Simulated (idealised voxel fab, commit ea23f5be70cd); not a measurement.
Process module name: voxel capacitor over wiring
In the cross-section labelled cut, the width is 235 nm and each square cell is 5 nm.
The cross-sections in this document take the form of a grid made of square cells. They are written out as bands, in order from top to bottom. Each band consists of one or more rows of cells.
In this notation a band is specified by the heights of its top and bottom, in that order and in nm, after which its materials appear from left to right, each paired with its width in nm. The word "full width" attached to a single material means that material fills the band from edge to edge; the word "air" stands for empty space.
Heights are expressed relative to 0, this being the level below which the as-received wafer comprises one material exclusively. The lowest band is unbounded in the downward direction and is denoted as in "0..down".
Quick explanation for "30 to 40": the width changes in equal steps down the rows of cells, from the first number in the band's top row to the second number in its bottom row.
Given "remained unchanged" for a step, no cell of the cross-section differs between before and after that step.
Listed in "Entrapped void list": every empty space of 8 or more cells without an open way to the top. Form: width x height at distance, the distance being from the left edge, all in nm.
Text after the settings on a step's line: the simulator's own remark on that step.
overlay nm: where the mask lay relative to plan, measured to the right, on steps with a mask; negatives go left.
How should the pairs below be read? Each gives the cross-section before one process step and the cross-section after it, the latter drawn only to the lowest band that changed; the step that lies between them, with its settings, appears under the pair. Does a pair pick up where the pair above left off? Only where its entry headed "Pre-step profile" says so, since pairs can come from different runs of this module on the same starting wafer.
## Pre-step profile
105..95  85 SiO2 / 15 air / 135 SiO2
95..85  75 SiO2 / 60 TiN / 100 SiO2
85..80  75 SiO2 / 60 HfO2 / 100 SiO2
80..70  70 SiO2 / 70 TiN / 95 SiO2
70..50  75 SiO2 / 5 TiN / 5 Cu / 5 TiN / 145 SiO2
50..45  75 SiCN / 15 TiN / 145 SiCN
45..25  55 SiO2 / 5 TiN / 30 Cu / 5 TiN / 45 SiO2 / 5 TiN / 30 Cu / 5 TiN / 55 SiO2
25..20  55 SiO2 / 10 TiN / 20 Cu / 10 TiN / 45 SiO2 / 10 TiN / 20 Cu / 10 TiN / 55 SiO2
20..15  60 SiCN / 30 TiN / 55 SiCN / 30 TiN / 60 SiCN
15..0  SiO2 full width
0..down  Si full width
Entrapped void list: none
## Sectional View, Post-Process
110..105  90 TiN / 5 air / 140 TiN
105..100  85 SiO2 / 5 TiN / 5 air / 5 TiN / 135 SiO2
100..95  85 SiO2 / 15 TiN / 135 SiO2
Below 95 it's all the same as before, nothing changed down there.
Entrapped void list: none
What process step lies between the two cross-sections above? CONFORMAL_DEP: material TiN, thk nm 5
Pre-step profile: The cross-section prior to this step is the one presented after the step of the pair immediately above.
## Sectional View, Post-Process
120..110  Ru full width
110..105  90 TiN / 5 Ru / 140 TiN
105..100  85 SiO2 / 5 TiN / 5 Ru / 5 TiN / 135 SiO2
Below 100 it's all the same as before, nothing changed down there.
Entrapped void list: none
What process step lies between the two cross-sections above? FILL_DEP: material Ru, thk nm 10
Pre-step profile: The cross-section prior to this step is the one presented after the step of the pair immediately above.
## Sectional View, Post-Process
105..100  85 SiO2 / 5 TiN / 5 Ru / 5 TiN / 135 SiO2
Below 100 it's all the same as before, nothing changed down there.
Entrapped void list: none
What process step lies between the two cross-sections above? CMP: height nm 105
Pre-step profile: The cross-section prior to this step is the one presented after the step of the pair immediately above.
## Sectional View, Post-Process
110..105  SiN full width
Below 105 it's all the same as before, nothing changed down there.
Entrapped void list: none
What process step lies between the two cross-sections above? CONFORMAL_DEP: material SiN, thk nm 5
## Pre-step profile
95..85  TiN full width
85..80  HfO2 full width
80..70  TiN full width
70..50  75 SiO2 / 5 TiN / 5 Cu / 5 TiN / 145 SiO2
50..45  75 SiCN / 15 TiN / 145 SiCN
45..20  60 SiO2 / 5 TiN / 20 Cu / 5 TiN / 55 SiO2 / 5 TiN / 20 Cu / 5 TiN / 60 SiO2
20..15  60 SiCN / 30 TiN / 55 SiCN / 30 TiN / 60 SiCN
15..0  SiO2 full width
0..down  Si full width
Entrapped void list: none
## Sectional View, Post-Process
110..95  80 air / 60 resist / 95 air
Below 95 it's all the same as before, nothing changed down there.
Entrapped void list: none
What process step lies between the two cross-sections above? PATTERN: tone cover, mask id UPPER_PLATE, material resist, width nm 60, thk nm 15, overlay nm 5
Pre-step profile: The cross-section prior to this step is the one presented after the step of the pair immediately above.
## Sectional View, Post-Process
110..95  80 air / 60 resist / 95 air
95..85  80 air / 60 TiN / 95 air
Below 85 it's all the same as before, nothing changed down there.
Entrapped void list: none
What process step lies between the two cross-sections above? DIRECTIONAL_ETCH: etch materials TiN, depth nm 10
Pre-step profile: The cross-section prior to this step is the one presented after the step of the pair immediately above.
## Sectional View, Post-Process
110..95  80 air / 60 resist / 95 air
95..85  80 air / 60 TiN / 95 air
85..80  80 air / 60 HfO2 / 95 air
Below 80 it's all the same as before, nothing changed down there.
Entrapped void list: none
What process step lies between the two cross-sections above? DIRECTIONAL_ETCH: etch materials HfO2, depth nm 5
Pre-step profile: The cross-section prior to this step is the one presented after the step of the pair immediately above.
## Sectional View, Post-Process
95..85  80 air / 60 TiN / 95 air
Below 85 it's all the same as before, nothing changed down there.
Entrapped void list: none
What process step lies between the two cross-sections above? STRIP: etch materials resist
Pre-step profile: The cross-section prior to this step is the one presented after the step of the pair immediately above.
## Sectional View, Post-Process
95..85  80 air / 60 TiN / 95 air
85..80  80 air / 60 HfO2 / 95 air
80..70  70 air / 70 TiN / 95 air
Below 70 it's all the same as before, nothing changed down there.
Entrapped void list: none
What process step lies between the two cross-sections above? MASKED_ETCH: tone cover, mask id LOWER_PLATE, width nm 70, etch materials TiN, depth nm 10, overlay nm 0
Pre-step profile: The cross-section prior to this step is the one presented after the step of the pair immediately above.
## Sectional View, Post-Process
110..95  SiO2 full width
95..85  80 SiO2 / 60 TiN / 95 SiO2
85..80  80 SiO2 / 60 HfO2 / 95 SiO2
80..70  70 SiO2 / 70 TiN / 95 SiO2
Below 70 it's all the same as before, nothing changed down there.
Entrapped void list: none
What process step lies between the two cross-sections above? FILL_DEP: material SiO2, thk nm 15
Pre-step profile: The cross-section prior to this step is the one presented after the step of the pair immediately above.
## Sectional View, Post-Process
105..95  SiO2 full width
Below 95 it's all the same as before, nothing changed down there.
Entrapped void list: none
What process step lies between the two cross-sections above? CMP: height nm 105
Pre-step profile: The cross-section prior to this step is the one presented after the step of the pair immediately above.
## Sectional View, Post-Process
120..105  aC full width
Below 105 it's all the same as before, nothing changed down there.
Entrapped void list: none
What process step lies between the two cross-sections above? DIRECTIONAL_DEP: material aC, thk nm 15
Pre-step profile: The cross-section prior to this step is the one presented after the step of the pair immediately above.
## Sectional View, Post-Process
150..120  85 resist / 15 air / 135 resist
Below 120 it's all the same as before, nothing changed down there.
Entrapped void list: none
What process step lies between the two cross-sections above? PATTERN: tone open, mask id PLUG_2, material resist, width nm 15, thk nm 30, overlay nm 0
Pre-step profile: The cross-section prior to this step is the one presented after the step of the pair immediately above.
## Sectional View, Post-Process
135..120  85 resist / 15 air / 135 resist
120..105  85 aC / 15 air / 135 aC
Below 105 it's all the same as before, nothing changed down there.
Entrapped void list: none
What process step lies between the two cross-sections above? DIRECTIONAL_ETCH: etch materials aC, depth nm 15
Pre-step profile: The cross-section prior to this step is the one presented after the step of the pair immediately above.
## Sectional View, Post-Process
120..105  85 aC / 15 air / 135 aC
Below 105 it's all the same as before, nothing changed down there.
Entrapped void list: none
What process step lies between the two cross-sections above? STRIP: etch materials resist
Pre-step profile: The cross-section prior to this step is the one presented after the step of the pair immediately above.
## Sectional View, Post-Process
120..105  85 aC / 15 air / 135 aC
105..95  85 SiO2 / 15 air / 135 SiO2
Below 95 it's all the same as before, nothing changed down there.
Entrapped void list: none
What process step lies between the two cross-sections above? DIRECTIONAL_ETCH: etch materials SiO2, depth nm 10
Pre-step profile: The cross-section prior to this step is the one presented after the step of the pair immediately above.
## Sectional View, Post-Process
105..95  85 SiO2 / 15 air / 135 SiO2
Below 95 it's all the same as before, nothing changed down there.
Entrapped void list: none
What process step lies between the two cross-sections above? STRIP: etch materials aC
Pre-step profile: The cross-section prior to this step is the one presented after the step of the pair immediately above.
## Sectional View, Post-Process
110..105  90 TiN / 5 air / 140 TiN
105..100  85 SiO2 / 5 TiN / 5 air / 5 TiN / 135 SiO2
100..95  85 SiO2 / 15 TiN / 135 SiO2
Below 95 it's all the same as before, nothing changed down there.
Entrapped void list: none
What process step lies between the two cross-sections above? CONFORMAL_DEP: material TiN, thk nm 5
Pre-step profile: The cross-section prior to this step is the one presented after the step of the pair immediately above.
## Sectional View, Post-Process
120..110  Ru full width
110..105  90 TiN / 5 Ru / 140 TiN
105..100  85 SiO2 / 5 TiN / 5 Ru / 5 TiN / 135 SiO2
Below 100 it's all the same as before, nothing changed down there.
Entrapped void list: none
What process step lies between the two cross-sections above? FILL_DEP: material Ru, thk nm 10
Pre-step profile: The cross-section prior to this step is the one presented after the step of the pair immediately above.
## Sectional View, Post-Process
105..100  85 SiO2 / 5 TiN / 5 Ru / 5 TiN / 135 SiO2
Below 100 it's all the same as before, nothing changed down there.
Entrapped void list: none
What process step lies between the two cross-sections above? CMP: height nm 105
Pre-step profile: The cross-section prior to this step is the one presented after the step of the pair immediately above.
## Sectional View, Post-Process
110..105  SiN full width
Below 105 it's all the same as before, nothing changed down there.
Entrapped void list: none
What process step lies between the two cross-sections above? CONFORMAL_DEP: material SiN, thk nm 5
## Pre-step profile
45..20  60 SiO2 / 5 TiN / 20 Cu / 5 TiN / 55 SiO2 / 5 TiN / 20 Cu / 5 TiN / 60 SiO2
20..15  60 SiCN / 30 TiN / 55 SiCN / 30 TiN / 60 SiCN
15..0  SiO2 full width
0..down  Si full width
Entrapped void list: none
## Sectional View, Post-Process
50..45  Ru full width
Below 45 it's all the same as before, nothing changed down there.
Entrapped void list: none
What process step lies between the two cross-sections above? CONFORMAL_DEP: material Ru, thk nm 5
Pre-step profile: The cross-section prior to this step is the one presented after the step of the pair immediately above.
## Sectional View, Post-Process
70..50  SiO2 full width
Below 50 it's all the same as before, nothing changed down there.
Entrapped void list: none
What process step lies between the two cross-sections above? DIRECTIONAL_DEP: material SiO2, thk nm 20
Pre-step profile: The cross-section prior to this step is the one presented after the step of the pair immediately above.
## Sectional View, Post-Process
85..70  aC full width
Below 70 it's all the same as before, nothing changed down there.
Entrapped void list: none
What process step lies between the two cross-sections above? DIRECTIONAL_DEP: material aC, thk nm 15
Pre-step profile: The cross-section prior to this step is the one presented after the step of the pair immediately above.
## Sectional View, Post-Process
115..85  75 resist / 15 air / 145 resist
Below 85 it's all the same as before, nothing changed down there.
Entrapped void list: none
What process step lies between the two cross-sections above? PATTERN: tone open, mask id PLUG_1, material resist, width nm 15, thk nm 30, overlay nm 0
Pre-step profile: The cross-section prior to this step is the one presented after the step of the pair immediately above.
## Sectional View, Post-Process
100..85  75 resist / 15 air / 145 resist
85..70  75 aC / 15 air / 145 aC
Below 70 it's all the same as before, nothing changed down there.
Entrapped void list: none
What process step lies between the two cross-sections above? DIRECTIONAL_ETCH: etch materials aC, depth nm 15
Pre-step profile: The cross-section prior to this step is the one presented after the step of the pair immediately above.
## Sectional View, Post-Process
85..70  75 aC / 15 air / 145 aC
Below 70 it's all the same as before, nothing changed down there.
Entrapped void list: none
What process step lies between the two cross-sections above? STRIP: etch materials resist
Pre-step profile: The cross-section prior to this step is the one presented after the step of the pair immediately above.
## Sectional View, Post-Process
85..70  75 aC / 15 air / 145 aC
70..50  75 SiO2 / 15 air / 145 SiO2
Below 50 it's all the same as before, nothing changed down there.
Entrapped void list: none
What process step lies between the two cross-sections above? DIRECTIONAL_ETCH: etch materials SiO2, depth nm 20
Pre-step profile: The cross-section prior to this step is the one presented after the step of the pair immediately above.
## Sectional View, Post-Process
70..50  75 SiO2 / 15 air / 145 SiO2
Below 50 it's all the same as before, nothing changed down there.
Entrapped void list: none
What process step lies between the two cross-sections above? STRIP: etch materials aC
Pre-step profile: The cross-section prior to this step is the one presented after the step of the pair immediately above.
## Sectional View, Post-Process
75..70  80 TiN / 5 air / 150 TiN
70..55  75 SiO2 / 5 TiN / 5 air / 5 TiN / 145 SiO2
55..50  75 SiO2 / 15 TiN / 145 SiO2
Below 50 it's all the same as before, nothing changed down there.
Entrapped void list: none
What process step lies between the two cross-sections above? CONFORMAL_DEP: material TiN, thk nm 5
Pre-step profile: The cross-section prior to this step is the one presented after the step of the pair immediately above.
## Sectional View, Post-Process
85..75  Cu full width
75..70  80 TiN / 5 Cu / 150 TiN
70..55  75 SiO2 / 5 TiN / 5 Cu / 5 TiN / 145 SiO2
Below 55 it's all the same as before, nothing changed down there.
Entrapped void list: none
What process step lies between the two cross-sections above? FILL_DEP: material Cu, thk nm 10
Pre-step profile: The cross-section prior to this step is the one presented after the step of the pair immediately above.
## Sectional View, Post-Process
70..55  75 SiO2 / 5 TiN / 5 Cu / 5 TiN / 145 SiO2
Below 55 it's all the same as before, nothing changed down there.
Entrapped void list: none
What process step lies between the two cross-sections above? CMP: height nm 70
Pre-step profile: The cross-section prior to this step is the one presented after the step of the pair immediately above.
## Sectional View, Post-Process
80..70  TiN full width
Below 70 it's all the same as before, nothing changed down there.
Entrapped void list: none
What process step lies between the two cross-sections above? DIRECTIONAL_DEP: material TiN, thk nm 10
Pre-step profile: The cross-section prior to this step is the one presented after the step of the pair immediately above.
## Sectional View, Post-Process
85..80  HfO2 full width
Below 80 it's all the same as before, nothing changed down there.
Entrapped void list: none
What process step lies between the two cross-sections above? DIRECTIONAL_DEP: material HfO2, thk nm 5
Pre-step profile: The cross-section prior to this step is the one presented after the step of the pair immediately above.
## Sectional View, Post-Process
95..85  TiN full width
Below 85 it's all the same as before, nothing changed down there.
Entrapped void list: none
What process step lies between the two cross-sections above? DIRECTIONAL_DEP: material TiN, thk nm 10
Pre-step profile: The cross-section prior to this step is the one presented after the step of the pair immediately above.
## Sectional View, Post-Process
110..95  75 air / 60 resist / 100 air
Below 95 it's all the same as before, nothing changed down there.
Entrapped void list: none
What process step lies between the two cross-sections above? PATTERN: tone cover, mask id UPPER_PLATE, material resist, width nm 60, thk nm 15, overlay nm 0
Pre-step profile: The cross-section prior to this step is the one presented after the step of the pair immediately above.
## Sectional View, Post-Process
110..95  75 air / 60 resist / 100 air
95..85  75 air / 60 TiN / 100 air
Below 85 it's all the same as before, nothing changed down there.
Entrapped void list: none
What process step lies between the two cross-sections above? DIRECTIONAL_ETCH: etch materials TiN, depth nm 10
Pre-step profile: The cross-section prior to this step is the one presented after the step of the pair immediately above.
## Sectional View, Post-Process
110..95  75 air / 60 resist / 100 air
95..85  75 air / 60 TiN / 100 air
85..80  75 air / 60 HfO2 / 100 air
Below 80 it's all the same as before, nothing changed down there.
Entrapped void list: none
What process step lies between the two cross-sections above? DIRECTIONAL_ETCH: etch materials HfO2, depth nm 5
Pre-step profile: The cross-section prior to this step is the one presented after the step of the pair immediately above.
## Sectional View, Post-Process
95..85  75 air / 60 TiN / 100 air
Below 85 it's all the same as before, nothing changed down there.
Entrapped void list: none
What process step lies between the two cross-sections above? STRIP: etch materials resist
Pre-step profile: The cross-section prior to this step is the one presented after the step of the pair immediately above.
## Sectional View, Post-Process
95..85  75 air / 60 TiN / 100 air
85..80  75 air / 60 HfO2 / 100 air
80..70  70 air / 70 TiN / 95 air
Below 70 it's all the same as before, nothing changed down there.
Entrapped void list: none
What process step lies between the two cross-sections above? MASKED_ETCH: tone cover, mask id LOWER_PLATE, width nm 70, etch materials TiN, depth nm 10, overlay nm 0
Pre-step profile: The cross-section prior to this step is the one presented after the step of the pair immediately above.
## Sectional View, Post-Process
110..95  SiO2 full width
95..85  75 SiO2 / 60 TiN / 100 SiO2
85..80  75 SiO2 / 60 HfO2 / 100 SiO2
80..70  70 SiO2 / 70 TiN / 95 SiO2
Below 70 it's all the same as before, nothing changed down there.
Entrapped void list: none
What process step lies between the two cross-sections above? FILL_DEP: material SiO2, thk nm 15
Pre-step profile: The cross-section prior to this step is the one presented after the step of the pair immediately above.
## Sectional View, Post-Process
105..95  SiO2 full width
Below 95 it's all the same as before, nothing changed down there.
Entrapped void list: none
What process step lies between the two cross-sections above? CMP: height nm 105
Pre-step profile: The cross-section prior to this step is the one presented after the step of the pair immediately above.
## Sectional View, Post-Process
120..105  aC full width
Below 105 it's all the same as before, nothing changed down there.
Entrapped void list: none
What process step lies between the two cross-sections above? DIRECTIONAL_DEP: material aC, thk nm 15
Pre-step profile: The cross-section prior to this step is the one presented after the step of the pair immediately above.
## Sectional View, Post-Process
150..120  85 resist / 15 air / 135 resist
Below 120 it's all the same as before, nothing changed down there.
Entrapped void list: none
What process step lies between the two cross-sections above? PATTERN: tone open, mask id PLUG_2, material resist, width nm 15, thk nm 30, overlay nm 0
Pre-step profile: The cross-section prior to this step is the one presented after the step of the pair immediately above.
## Sectional View, Post-Process
135..120  85 resist / 15 air / 135 resist
120..105  85 aC / 15 air / 135 aC
Below 105 it's all the same as before, nothing changed down there.
Entrapped void list: none
What process step lies between the two cross-sections above? DIRECTIONAL_ETCH: etch materials aC, depth nm 15
Pre-step profile: The cross-section prior to this step is the one presented after the step of the pair immediately above.
## Sectional View, Post-Process
120..105  85 aC / 15 air / 135 aC
Below 105 it's all the same as before, nothing changed down there.
Entrapped void list: none
What process step lies between the two cross-sections above? STRIP: etch materials resist
Pre-step profile: The cross-section prior to this step is the one presented after the step of the pair immediately above.
## Sectional View, Post-Process
120..105  85 aC / 15 air / 135 aC
105..95  85 SiO2 / 15 air / 135 SiO2
Below 95 it's all the same as before, nothing changed down there.
Entrapped void list: none
What process step lies between the two cross-sections above? DIRECTIONAL_ETCH: etch materials SiO2, depth nm 10
Pre-step profile: The cross-section prior to this step is the one presented after the step of the pair immediately above.
## Sectional View, Post-Process
105..95  85 SiO2 / 15 air / 135 SiO2
Below 95 it's all the same as before, nothing changed down there.
Entrapped void list: none
What process step lies between the two cross-sections above? STRIP: etch materials aC
Pre-step profile: The cross-section prior to this step is the one presented after the step of the pair immediately above.
## Sectional View, Post-Process
110..105  90 TiN / 5 air / 140 TiN
105..100  85 SiO2 / 5 TiN / 5 air / 5 TiN / 135 SiO2
100..95  85 SiO2 / 15 TiN / 135 SiO2
Below 95 it's all the same as before, nothing changed down there.
Entrapped void list: none
What process step lies between the two cross-sections above? CONFORMAL_DEP: material TiN, thk nm 5
Pre-step profile: The cross-section prior to this step is the one presented after the step of the pair immediately above.
## Sectional View, Post-Process
120..110  Ru full width
110..105  90 TiN / 5 Ru / 140 TiN
105..100  85 SiO2 / 5 TiN / 5 Ru / 5 TiN / 135 SiO2
Below 100 it's all the same as before, nothing changed down there.
Entrapped void list: none
What process step lies between the two cross-sections above? FILL_DEP: material Ru, thk nm 10
Pre-step profile: The cross-section prior to this step is the one presented after the step of the pair immediately above.
## Sectional View, Post-Process
105..100  85 SiO2 / 5 TiN / 5 Ru / 5 TiN / 135 SiO2
Below 100 it's all the same as before, nothing changed down there.
Entrapped void list: none
What process step lies between the two cross-sections above? CMP: height nm 105
Pre-step profile: The cross-section prior to this step is the one presented after the step of the pair immediately above.
## Sectional View, Post-Process
110..105  SiN full width
Below 105 it's all the same as before, nothing changed down there.
Entrapped void list: none
What process step lies between the two cross-sections above? CONFORMAL_DEP: material SiN, thk nm 5
## Pre-step profile
45..20  SiO2 full width
20..15  SiCN full width
15..0  SiO2 full width
0..down  Si full width
Entrapped void list: none
## Sectional View, Post-Process
45..20  60 air / 30 SiO2 / 55 air / 30 SiO2 / 60 air
Below 20 it's all the same as before, nothing changed down there.
Entrapped void list: none
What process step lies between the two cross-sections above? MASKED_ETCH: tone cover, mask id METAL_1, width nm 30, pitch nm 85, etch materials SiO2, depth nm 25, overlay nm 0
Pre-step profile: The cross-section prior to this step is the one presented after the step of the pair immediately above.
## Sectional View, Post-Process
50..45  55 air / 40 TiN / 45 air / 40 TiN / 55 air
45..25  55 air / 5 TiN / 30 SiO2 / 5 TiN / 45 air / 5 TiN / 30 SiO2 / 5 TiN / 55 air
25..20  60 TiN / 30 SiO2 / 55 TiN / 30 SiO2 / 60 TiN
Below 20 it's all the same as before, nothing changed down there.
Entrapped void list: none
What process step lies between the two cross-sections above? CONFORMAL_DEP: material TiN, thk nm 5
Pre-step profile: The cross-section prior to this step is the one presented after the step of the pair immediately above.
## Sectional View, Post-Process
55..50  Cu full width
50..45  55 Cu / 40 TiN / 45 Cu / 40 TiN / 55 Cu
45..25  55 Cu / 5 TiN / 30 SiO2 / 5 TiN / 45 Cu / 5 TiN / 30 SiO2 / 5 TiN / 55 Cu
Below 25 it's all the same as before, nothing changed down there.
Entrapped void list: none
What process step lies between the two cross-sections above? FILL_DEP: material Cu, thk nm 5
Pre-step profile: The cross-section prior to this step is the one presented after the step of the pair immediately above.
## Sectional View, Post-Process
45..25  55 Cu / 5 TiN / 30 SiO2 / 5 TiN / 45 Cu / 5 TiN / 30 SiO2 / 5 TiN / 55 Cu
Below 25 it's all the same as before, nothing changed down there.
Entrapped void list: none
What process step lies between the two cross-sections above? CMP: height nm 45
Pre-step profile: The cross-section prior to this step is the one presented after the step of the pair immediately above.
## Sectional View, Post-Process
50..45  SiCN full width
Below 45 it's all the same as before, nothing changed down there.
Entrapped void list: none
What process step lies between the two cross-sections above? CONFORMAL_DEP: material SiCN, thk nm 5
Pre-step profile: The cross-section prior to this step is the one presented after the step of the pair immediately above.
## Sectional View, Post-Process
70..50  SiO2 full width
Below 50 it's all the same as before, nothing changed down there.
Entrapped void list: none
What process step lies between the two cross-sections above? DIRECTIONAL_DEP: material SiO2, thk nm 20
Pre-step profile: The cross-section prior to this step is the one presented after the step of the pair immediately above.
## Sectional View, Post-Process
85..70  aC full width
Below 70 it's all the same as before, nothing changed down there.
Entrapped void list: none
What process step lies between the two cross-sections above? DIRECTIONAL_DEP: material aC, thk nm 15
Pre-step profile: The cross-section prior to this step is the one presented after the step of the pair immediately above.
## Sectional View, Post-Process
115..85  75 resist / 15 air / 145 resist
Below 85 it's all the same as before, nothing changed down there.
Entrapped void list: none
What process step lies between the two cross-sections above? PATTERN: tone open, mask id PLUG_1, material resist, width nm 15, thk nm 30, overlay nm 0
Pre-step profile: The cross-section prior to this step is the one presented after the step of the pair immediately above.
## Sectional View, Post-Process
100..85  75 resist / 15 air / 145 resist
85..70  75 aC / 15 air / 145 aC
Below 70 it's all the same as before, nothing changed down there.
Entrapped void list: none
What process step lies between the two cross-sections above? DIRECTIONAL_ETCH: etch materials aC, depth nm 15
Pre-step profile: The cross-section prior to this step is the one presented after the step of the pair immediately above.
## Sectional View, Post-Process
85..70  75 aC / 15 air / 145 aC
Below 70 it's all the same as before, nothing changed down there.
Entrapped void list: none
What process step lies between the two cross-sections above? STRIP: etch materials resist
Pre-step profile: The cross-section prior to this step is the one presented after the step of the pair immediately above.
## Sectional View, Post-Process
85..70  75 aC / 15 air / 145 aC
70..50  75 SiO2 / 15 air / 145 SiO2
Below 50 it's all the same as before, nothing changed down there.
Entrapped void list: none
What process step lies between the two cross-sections above? DIRECTIONAL_ETCH: etch materials SiO2, depth nm 20
Pre-step profile: The cross-section prior to this step is the one presented after the step of the pair immediately above.
## Sectional View, Post-Process
85..70  75 aC / 15 air / 145 aC
70..50  75 SiO2 / 15 air / 145 SiO2
50..45  75 SiCN / 15 air / 145 SiCN
Below 45 it's all the same as before, nothing changed down there.
Entrapped void list: none
What process step lies between the two cross-sections above? DIRECTIONAL_ETCH: etch materials SiCN, depth nm 5
Pre-step profile: The cross-section prior to this step is the one presented after the step of the pair immediately above.
## Sectional View, Post-Process
70..50  75 SiO2 / 15 air / 145 SiO2
Below 50 it's all the same as before, nothing changed down there.
Entrapped void list: none
What process step lies between the two cross-sections above? STRIP: etch materials aC
Pre-step profile: The cross-section prior to this step is the one presented after the step of the pair immediately above.
## Sectional View, Post-Process
75..70  80 TiN / 5 air / 150 TiN
70..50  75 SiO2 / 5 TiN / 5 air / 5 TiN / 145 SiO2
50..45  75 SiCN / 15 TiN / 145 SiCN
Below 45 it's all the same as before, nothing changed down there.
Entrapped void list: none
What process step lies between the two cross-sections above? CONFORMAL_DEP: material TiN, thk nm 5
Pre-step profile: The cross-section prior to this step is the one presented after the step of the pair immediately above.
## Sectional View, Post-Process
85..75  Cu full width
75..70  80 TiN / 5 Cu / 150 TiN
70..50  75 SiO2 / 5 TiN / 5 Cu / 5 TiN / 145 SiO2
Below 50 it's all the same as before, nothing changed down there.
Entrapped void list: none
What process step lies between the two cross-sections above? FILL_DEP: material Cu, thk nm 10
Pre-step profile: The cross-section prior to this step is the one presented after the step of the pair immediately above.
## Sectional View, Post-Process
70..50  75 SiO2 / 5 TiN / 5 Cu / 5 TiN / 145 SiO2
Below 50 it's all the same as before, nothing changed down there.
Entrapped void list: none
What process step lies between the two cross-sections above? CMP: height nm 70
Pre-step profile: The cross-section prior to this step is the one presented after the step of the pair immediately above.
## Sectional View, Post-Process
80..70  TiN full width
Below 70 it's all the same as before, nothing changed down there.
Entrapped void list: none
What process step lies between the two cross-sections above? DIRECTIONAL_DEP: material TiN, thk nm 10
Pre-step profile: The cross-section prior to this step is the one presented after the step of the pair immediately above.
## Sectional View, Post-Process
85..80  HfO2 full width
Below 80 it's all the same as before, nothing changed down there.
Entrapped void list: none
What process step lies between the two cross-sections above? DIRECTIONAL_DEP: material HfO2, thk nm 5
Pre-step profile: The cross-section prior to this step is the one presented after the step of the pair immediately above.
## Sectional View, Post-Process
95..85  TiN full width
Below 85 it's all the same as before, nothing changed down there.
Entrapped void list: none
What process step lies between the two cross-sections above? DIRECTIONAL_DEP: material TiN, thk nm 10
Pre-step profile: The cross-section prior to this step is the one presented after the step of the pair immediately above.
## Sectional View, Post-Process
110..95  75 air / 60 resist / 100 air
Below 95 it's all the same as before, nothing changed down there.
Entrapped void list: none
What process step lies between the two cross-sections above? PATTERN: tone cover, mask id UPPER_PLATE, material resist, width nm 60, thk nm 15, overlay nm 0
Pre-step profile: The cross-section prior to this step is the one presented after the step of the pair immediately above.
## Sectional View, Post-Process
110..95  75 air / 60 resist / 100 air
95..85  75 air / 60 TiN / 100 air
Below 85 it's all the same as before, nothing changed down there.
Entrapped void list: none
What process step lies between the two cross-sections above? DIRECTIONAL_ETCH: etch materials TiN, depth nm 10
Pre-step profile: The cross-section prior to this step is the one presented after the step of the pair immediately above.
## Sectional View, Post-Process
110..95  75 air / 60 resist / 100 air
95..85  75 air / 60 TiN / 100 air
85..80  75 air / 60 HfO2 / 100 air
Below 80 it's all the same as before, nothing changed down there.
Entrapped void list: none
What process step lies between the two cross-sections above? DIRECTIONAL_ETCH: etch materials HfO2, depth nm 5
Pre-step profile: The cross-section prior to this step is the one presented after the step of the pair immediately above.
## Sectional View, Post-Process
95..85  75 air / 60 TiN / 100 air
Below 85 it's all the same as before, nothing changed down there.
Entrapped void list: none
What process step lies between the two cross-sections above? STRIP: etch materials resist
Pre-step profile: The cross-section prior to this step is the one presented after the step of the pair immediately above.
## Sectional View, Post-Process
95..85  75 air / 60 TiN / 100 air
85..80  75 air / 60 HfO2 / 100 air
80..70  70 air / 70 TiN / 95 air
Below 70 it's all the same as before, nothing changed down there.
Entrapped void list: none
What process step lies between the two cross-sections above? MASKED_ETCH: tone cover, mask id LOWER_PLATE, width nm 70, etch materials TiN, depth nm 10, overlay nm 0
Pre-step profile: The cross-section prior to this step is the one presented after the step of the pair immediately above.
## Sectional View, Post-Process
110..95  SiO2 full width
95..85  75 SiO2 / 60 TiN / 100 SiO2
85..80  75 SiO2 / 60 HfO2 / 100 SiO2
80..70  70 SiO2 / 70 TiN / 95 SiO2
Below 70 it's all the same as before, nothing changed down there.
Entrapped void list: none
What process step lies between the two cross-sections above? FILL_DEP: material SiO2, thk nm 15
Pre-step profile: The cross-section prior to this step is the one presented after the step of the pair immediately above.
## Sectional View, Post-Process
105..95  SiO2 full width
Below 95 it's all the same as before, nothing changed down there.
Entrapped void list: none
What process step lies between the two cross-sections above? CMP: height nm 105
Pre-step profile: The cross-section prior to this step is the one presented after the step of the pair immediately above.
## Sectional View, Post-Process
120..105  aC full width
Below 105 it's all the same as before, nothing changed down there.
Entrapped void list: none
What process step lies between the two cross-sections above? DIRECTIONAL_DEP: material aC, thk nm 15
Pre-step profile: The cross-section prior to this step is the one presented after the step of the pair immediately above.
## Sectional View, Post-Process
150..120  85 resist / 15 air / 135 resist
Below 120 it's all the same as before, nothing changed down there.
Entrapped void list: none
What process step lies between the two cross-sections above? PATTERN: tone open, mask id PLUG_2, material resist, width nm 15, thk nm 30, overlay nm 0
Pre-step profile: The cross-section prior to this step is the one presented after the step of the pair immediately above.
## Sectional View, Post-Process
135..120  85 resist / 15 air / 135 resist
120..105  85 aC / 15 air / 135 aC
Below 105 it's all the same as before, nothing changed down there.
Entrapped void list: none
What process step lies between the two cross-sections above? DIRECTIONAL_ETCH: etch materials aC, depth nm 15
Pre-step profile: The cross-section prior to this step is the one presented after the step of the pair immediately above.
## Sectional View, Post-Process
120..105  85 aC / 15 air / 135 aC
Below 105 it's all the same as before, nothing changed down there.
Entrapped void list: none
What process step lies between the two cross-sections above? STRIP: etch materials resist
Pre-step profile: The cross-section prior to this step is the one presented after the step of the pair immediately above.
## Sectional View, Post-Process
120..105  85 aC / 15 air / 135 aC
105..95  85 SiO2 / 15 air / 135 SiO2
Below 95 it's all the same as before, nothing changed down there.
Entrapped void list: none
What process step lies between the two cross-sections above? DIRECTIONAL_ETCH: etch materials SiO2, depth nm 10
Pre-step profile: The cross-section prior to this step is the one presented after the step of the pair immediately above.
## Sectional View, Post-Process
105..95  85 SiO2 / 15 air / 135 SiO2
Below 95 it's all the same as before, nothing changed down there.
Entrapped void list: none
What process step lies between the two cross-sections above? STRIP: etch materials aC
Pre-step profile: The cross-section prior to this step is the one presented after the step of the pair immediately above.
## Sectional View, Post-Process
110..105  90 TiN / 5 air / 140 TiN
105..100  85 SiO2 / 5 TiN / 5 air / 5 TiN / 135 SiO2
100..95  85 SiO2 / 15 TiN / 135 SiO2
Below 95 it's all the same as before, nothing changed down there.
Entrapped void list: none
What process step lies between the two cross-sections above? CONFORMAL_DEP: material TiN, thk nm 5
Pre-step profile: The cross-section prior to this step is the one presented after the step of the pair immediately above.
## Sectional View, Post-Process
120..110  Ru full width
110..105  90 TiN / 5 Ru / 140 TiN
105..100  85 SiO2 / 5 TiN / 5 Ru / 5 TiN / 135 SiO2
Below 100 it's all the same as before, nothing changed down there.
Entrapped void list: none
What process step lies between the two cross-sections above? FILL_DEP: material Ru, thk nm 10
